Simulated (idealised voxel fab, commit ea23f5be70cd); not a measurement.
process module | voxel ribs on slabs
cross-section cut | 150 nm wide | cells 5 nm
A cross-section is a grid of square cells, given in bands from the top down. A band is one or more rows of cells.
Each band's line starts with the height of the band's top and of its bottom, in nm. Then come its materials from left to right, each with its width in nm. One material with "throughout" fills the band from edge to edge. "air" is empty space.
Height 0 is the level under which the wafer as received is all one material. The lowest band goes on downwards, as in "0 down".
A width such as "30 to 40" changes by the same amount from each row of cells to the next, from the band's top row to its bottom row.
"no change" after a step means that no cell of the cross-section changed.
closed voids: empty space of 8 cells or more with no open way to the top, each as width x height at its distance from the left edge, in nm
after a step's settings: what the simulator itself notes on the step
overlay nm, on a step with a mask: how far to the right of its planned place the mask lay; to the left if negative
plan
1 op RECEIVE | material Si
2 op DIRECTIONAL_DEP | material SiO2 | thk nm 25
3 op DIRECTIONAL_DEP | material polySi | thk nm 15
4 op DIRECTIONAL_DEP | material aC | thk nm 10
5 op PATTERN | tone cover | mask id RIB | material resist | width nm 15 | thk nm 25 | overlay nm 0
6 op DIRECTIONAL_ETCH | etch materials aC | depth nm 10
7 op STRIP | etch materials resist
8 op DIRECTIONAL_ETCH | etch materials polySi | depth nm 10
9 op STRIP | etch materials aC
10 op DIRECTIONAL_DEP | material aC | thk nm 15
11 op PATTERN | tone cover | mask id SLAB | material resist | width nm 55 | thk nm 35 | overlay nm 0
12 op DIRECTIONAL_ETCH | etch materials aC | depth nm 15
13 op STRIP | etch materials resist
14 op DIRECTIONAL_ETCH | etch materials polySi | depth nm 5
15 op STRIP | etch materials aC
16 op FILL_DEP | material SiO2 | thk nm 15
17 op CMP | height nm 50
18 op DIRECTIONAL_DEP | material TiN | thk nm 10
19 op DIRECTIONAL_DEP | material aC | thk nm 15
20 op PATTERN | tone cover | mask id HEATER | material resist | width nm 25 | thk nm 35 | overlay nm 0
21 op DIRECTIONAL_ETCH | etch materials aC | depth nm 15
22 op STRIP | etch materials resist
23 op DIRECTIONAL_ETCH | etch materials TiN | depth nm 10
24 op STRIP | etch materials aC
25 op CONFORMAL_DEP | material SiN | thk nm 5
first wafer, as planned
as received, after step 1
  0 down: Si throughout
  closed voids: none
after step 2
  25 to 0: SiO2 throughout
  below 0: unchanged
after step 3
  40 to 25: polySi throughout
  below 25: unchanged
after step 4
  50 to 40: aC throughout
  below 40: unchanged
after step 5
  75 to 50: air 65 | resist 15 | air 70
  below 50: unchanged
after step 6
  65 to 50: air 65 | resist 15 | air 70
  50 to 40: air 65 | aC 15 | air 70
  below 40: unchanged
after step 7
  50 to 40: air 65 | aC 15 | air 70
  below 40: unchanged
after step 8
  50 to 40: air 65 | aC 15 | air 70
  40 to 30: air 65 | polySi 15 | air 70
  below 30: unchanged
after step 9
  40 to 30: air 65 | polySi 15 | air 70
  below 30: unchanged
after step 10
  55 to 45: air 65 | aC 15 | air 70
  45 to 40: aC throughout
  40 to 30: aC 65 | polySi 15 | aC 70
  below 30: unchanged
after step 11
  90 to 55: air 45 | resist 55 | air 50
  55 to 45: air 45 | resist 20 | aC 15 | resist 20 | air 50
  below 45: unchanged
after step 12
  75 to 55: air 45 | resist 55 | air 50
  55 to 45: air 45 | resist 20 | aC 15 | resist 20 | air 50
  45 to 40: air 45 | aC 55 | air 50
  40 to 30: air 45 | aC 20 | polySi 15 | aC 20 | air 50
  below 30: unchanged
after step 13
  55 to 45: air 65 | aC 15 | air 70
  below 45: unchanged
after step 14
  55 to 45: air 65 | aC 15 | air 70
  45 to 40: air 45 | aC 55 | air 50
  40 to 30: air 45 | aC 20 | polySi 15 | aC 20 | air 50
  30 to 25: air 45 | polySi 55 | air 50
  below 25: unchanged
after step 15
  40 to 30: air 65 | polySi 15 | air 70
  below 30: unchanged
after step 16
  55 to 40: SiO2 throughout
  40 to 30: SiO2 65 | polySi 15 | SiO2 70
  30 to 25: SiO2 45 | polySi 55 | SiO2 50
  below 25: unchanged
after step 17
  50 to 40: SiO2 throughout
  below 40: unchanged
after step 18
  60 to 50: TiN throughout
  below 50: unchanged
after step 19
  75 to 60: aC throughout
  below 60: unchanged
after step 20
  110 to 75: air 60 | resist 25 | air 65
  below 75: unchanged
after step 21
  95 to 75: air 60 | resist 25 | air 65
  75 to 60: air 60 | aC 25 | air 65
  below 60: unchanged
after step 22
  75 to 60: air 60 | aC 25 | air 65
  below 60: unchanged
after step 23
  75 to 60: air 60 | aC 25 | air 65
  60 to 50: air 60 | TiN 25 | air 65
  below 50: unchanged
after step 24
  60 to 50: air 60 | TiN 25 | air 65
  below 50: unchanged
after step 25
  65 to 60: air 55 | SiN 35 | air 60
  60 to 55: air 55 | SiN 5 | TiN 25 | SiN 5 | air 60
  55 to 50: SiN 60 | TiN 25 | SiN 65
  below 50: unchanged
second wafer: like start, like plan, one mistake. Through step 18 it matches the first wafer
when step 19 should have ended
  75 to 50: TiN throughout
  below 50: unchanged
when step 20 should have ended
  110 to 75: air 60 | resist 25 | air 65
  below 75: unchanged
when step 21 should have ended
  95 to 75: air 60 | resist 25 | air 65
  below 75: unchanged
when step 22 should have ended
  75 to 50: TiN throughout
  below 50: unchanged
when step 23 should have ended
  65 to 50: TiN throughout
  below 50: unchanged
when step 24 should have ended: no change
when step 25 should have ended
  70 to 65: SiN throughout
  below 65: unchanged
what went wrong: step 19 ran as: op DIRECTIONAL_DEP | material TiN | thk nm 15
at the end the second wafer has, in cells: 4 fewer of SiN | 80 more of TiN
